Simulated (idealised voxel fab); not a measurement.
The name of this process module is voxel transistor to metal.
Section cut is 300 nm wide and gridded with 5 nm square cells.
Reading order for cross-sections: top band down to bottom band. Underlying form: a grid of square cells. Band size: one or more rows of cells.
In this notation a band is specified by the heights of its top and bottom, in that order and in nm, after which its materials appear from left to right, each paired with its width in nm. The word "everywhere" attached to a single material means that material fills the band from edge to edge; the word "air" stands for empty space.
All heights in this document are referenced to 0, defined as the level beneath which the wafer, as received, consists entirely of one material. The lowest band is not bounded below; it extends indefinitely downward and is written in the form "top 0, no bottom".
With a width like "30..40", each row of cells in the band differs from the next by the same amount, the top row carrying the first number and the bottom row the second.
Given "remained unchanged" for a step, no cell of the cross-section differs between before and after that step.
Closed-off voids of 8+ cells (no open route to the top) go in "Sealed void list", written width x height at distance from the left edge, in nm.
Formally, on a step line, whatever follows the settings is a remark that the simulator itself makes on the step.
You can add "overlay nm" to a step's line. For a step with a mask, it describes how far the mask lay to the right of its planned position, and a negative number describes a lay to the left.
### So here's the lineup of process steps we planned
- 1: RECEIVE [material Si]
- 2: OXIDIZE [depth nm 5]
- 3: CONFORMAL_DEP [material SiN] [thk nm 15]
- 4: DIRECTIONAL_DEP [material aC] [thk nm 15]
- 5: PATTERN [tone cover] [mask id ACTIVE] [material resist] [width nm 95] [pitch nm 125] [thk nm 35] [overlay nm 0]
- 6: DIRECTIONAL_ETCH [etch materials aC] [depth nm 15]
- 7: STRIP [etch materials resist]
- 8: DIRECTIONAL_ETCH [etch materials SiN] [depth nm 15]
- 9: DIRECTIONAL_ETCH [etch materials SiO2] [depth nm 5]
- 10: DIRECTIONAL_ETCH [etch materials Si] [depth nm 30]
- 11: STRIP [etch materials aC]
- 12: FILL_DEP [material SiO2] [thk nm 15]
- 13: CMP [height nm 15]
- 14: SELECTIVE_ETCH [etch materials SiO2] [depth nm 10]
- 15: STRIP [etch materials SiN]
- 16: SELECTIVE_ETCH [etch materials SiO2] [depth nm 5]
- 17: OXIDIZE [depth nm 5]
- 18: DIRECTIONAL_DEP [material polySi] [thk nm 20]
- 19: DIRECTIONAL_DEP [material SiCN] [thk nm 15]
- 20: MASKED_ETCH [tone cover] [mask id GATE] [width nm 25] [pitch nm 125] [etch materials SiCN] [depth nm 25] [overlay nm 0]
- 21: MASKED_ETCH [tone cover] [mask id GATE] [width nm 25] [pitch nm 125] [etch materials polySi] [depth nm 30] [overlay nm 0]
- 22: CONFORMAL_DEP [material SiN] [thk nm 10]
- 23: DIRECTIONAL_ETCH [etch materials SiN] [depth nm 10]
- 24: DIRECTIONAL_ETCH [etch materials SiO2] [depth nm 5]
- 25: EPI [material nSi] [thk nm 5]
- 26: FILL_DEP [material SiO2] [thk nm 5]
- 27: CMP [height nm 15]
- 28: STRIP [etch materials polySi]
- 29: SELECTIVE_ETCH [etch materials SiO2] [depth nm 5]
- 30: CONFORMAL_DEP [material HfO2] [thk nm 5]
- 31: CONFORMAL_DEP [material TiN] [thk nm 5]
- 32: FILL_DEP [material W] [thk nm 5]
- 33: CMP [height nm 10]
- 34: DIRECTIONAL_DEP [material SiO2] [thk nm 10]
- 35: PATTERN [tone open] [mask id CONTACT] [material resist] [width nm 15] [thk nm 20] [overlay nm 0]
- 36: DIRECTIONAL_ETCH [etch materials SiO2] [depth nm 25]
- 37: STRIP [etch materials resist]
- 38: CONFORMAL_DEP [material TiN] [thk nm 5]
- 39: FILL_DEP [material Ru] [thk nm 10]
- 40: CMP [height nm 20]
- 41: CONFORMAL_DEP [material SiCN] [thk nm 5]
- 42: DIRECTIONAL_DEP [material lowk] [thk nm 20]
- 43: DIRECTIONAL_DEP [material aC] [thk nm 10]
- 44: PATTERN [tone open] [mask id METAL_1] [material resist] [width nm 15] [thk nm 30] [overlay nm 0]
- 45: DIRECTIONAL_ETCH [etch materials aC] [depth nm 10]
- 46: STRIP [etch materials resist]
- 47: DIRECTIONAL_ETCH [etch materials lowk] [depth nm 20]
- 48: DIRECTIONAL_ETCH [etch materials SiCN] [depth nm 5]
- 49: STRIP [etch materials aC]
- 50: CONFORMAL_DEP [material TiN] [thk nm 5]
- 51: FILL_DEP [material Ru] [thk nm 10]
- 52: CMP [height nm 45]
- 53: CONFORMAL_DEP [material SiCN] [thk nm 5]
- 54: DIRECTIONAL_DEP [material SiO2] [thk nm 30]
- 55: PATTERN [tone open] [mask id METAL_2] [material resist] [width nm 15] [pitch nm 125] [thk nm 15] [overlay nm 0]
- 56: DIRECTIONAL_ETCH [etch materials SiO2] [depth nm 15]
- 57: STRIP [etch materials resist]
- 58: PATTERN [tone open] [mask id METAL_2_HOLES] [material resist] [width nm 15] [pitch nm 125] [thk nm 20] [overlay nm 0]
- 59: DIRECTIONAL_ETCH [etch materials SiO2] [depth nm 15]
- 60: DIRECTIONAL_ETCH [etch materials SiCN] [depth nm 5]
- 61: STRIP [etch materials resist]
- 62: CONFORMAL_DEP [material TiN] [thk nm 5]
- 63: FILL_DEP [material Ru] [thk nm 10]
- 64: CMP [height nm 80]
- 65: CONFORMAL_DEP [material SiN] [thk nm 5]
### as received, after step 1
* top 0, no bottom = Si everywhere
* Sealed void list: none
### The module was run from the start shown above using the plan shown above, but one mistake was made doing it; the resulting wafer cross-section is below
* top 85, bottom 80 = SiN everywhere
* top 80, bottom 50 = 45 SiO2 | 5 TiN | 5 Ru | 5 TiN | 110 SiO2 | 5 TiN | 5 Ru | 5 TiN | 115 SiO2
* top 50, bottom 45 = 45 SiCN | 15 TiN | 110 SiCN | 15 TiN | 115 SiCN
* top 45, bottom 25 = 45 lowk | 5 TiN | 5 Ru | 5 TiN | 55 lowk | 5 TiN | 5 Ru | 5 TiN | 40 lowk | 5 TiN | 5 Ru | 5 TiN | 55 lowk | 5 TiN | 5 Ru | 5 TiN | 45 lowk
* top 25, bottom 20 = 45 SiCN | 15 TiN | 55 SiCN | 15 TiN | 40 SiCN | 15 TiN | 55 SiCN | 15 TiN | 45 SiCN
* top 20, bottom 10 = 45 SiO2 | 5 TiN | 5 Ru | 5 TiN | 55 SiO2 | 5 TiN | 5 Ru | 5 TiN | 40 SiO2 | 5 TiN | 5 Ru | 5 TiN | 55 SiO2 | 5 TiN | 5 Ru | 5 TiN | 45 SiO2
* top 10, bottom 5 = 45 SiO2 | 5 TiN | 5 Ru | 5 TiN | 5 SiO2 | 10 SiN | 5 HfO2 | 5 TiN | 5 W | 5 TiN | 5 HfO2 | 10 SiN | 5 SiO2 | 5 TiN | 5 Ru | 5 TiN | 40 SiO2 | 5 TiN | 5 Ru | 5 TiN | 5 SiO2 | 10 SiN | 5 HfO2 | 5 TiN | 5 W | 5 TiN | 5 HfO2 | 10 SiN | 5 SiO2 | 5 TiN | 5 Ru | 5 TiN | 45 SiO2
* top 5, bottom 0 = 45 SiO2 | 15 TiN | 5 SiO2 | 10 SiN | 5 HfO2 | 5 TiN | 5 W | 5 TiN | 5 HfO2 | 10 SiN | 5 SiO2 | 5 TiN | 5 Ru | 5 TiN | 40 SiO2 | 15 TiN | 5 SiO2 | 10 SiN | 5 HfO2 | 5 TiN | 5 W | 5 TiN | 5 HfO2 | 10 SiN | 5 SiO2 | 5 TiN | 5 Ru | 5 TiN | 45 SiO2
* top 0, bottom -5 = 45 SiO2 | 10 SiN | 5 TiN | 5 SiO2 | 10 SiN | 5 HfO2 | 15 TiN | 5 HfO2 | 10 SiN | 5 SiO2 | 15 TiN | 10 SiO2 | 10 SiN | 20 SiO2 | 10 SiN | 5 TiN | 5 SiO2 | 10 SiN | 5 HfO2 | 15 TiN | 5 HfO2 | 10 SiN | 5 SiO2 | 15 TiN | 10 SiO2 | 10 SiN | 25 SiO2
* top -5, bottom -10 = 55 SiO2 | 10 nSi | 5 SiO2 | 35 HfO2 | 5 SiO2 | 30 nSi | 40 SiO2 | 10 nSi | 5 SiO2 | 35 HfO2 | 5 SiO2 | 30 nSi | 35 SiO2
* top -10, bottom -35 = 50 SiO2 | 95 Si | 30 SiO2 | 95 Si | 30 SiO2
* top -35, no bottom = Si everywhere
* Sealed void list: none
Deviation from plan: step 5 ran differently from the plan; actual operation with settings: PATTERN [tone cover] [mask id ACTIVE] [material resist] [width nm 95] [pitch nm 125] [thk nm 35] [overlay nm 10]
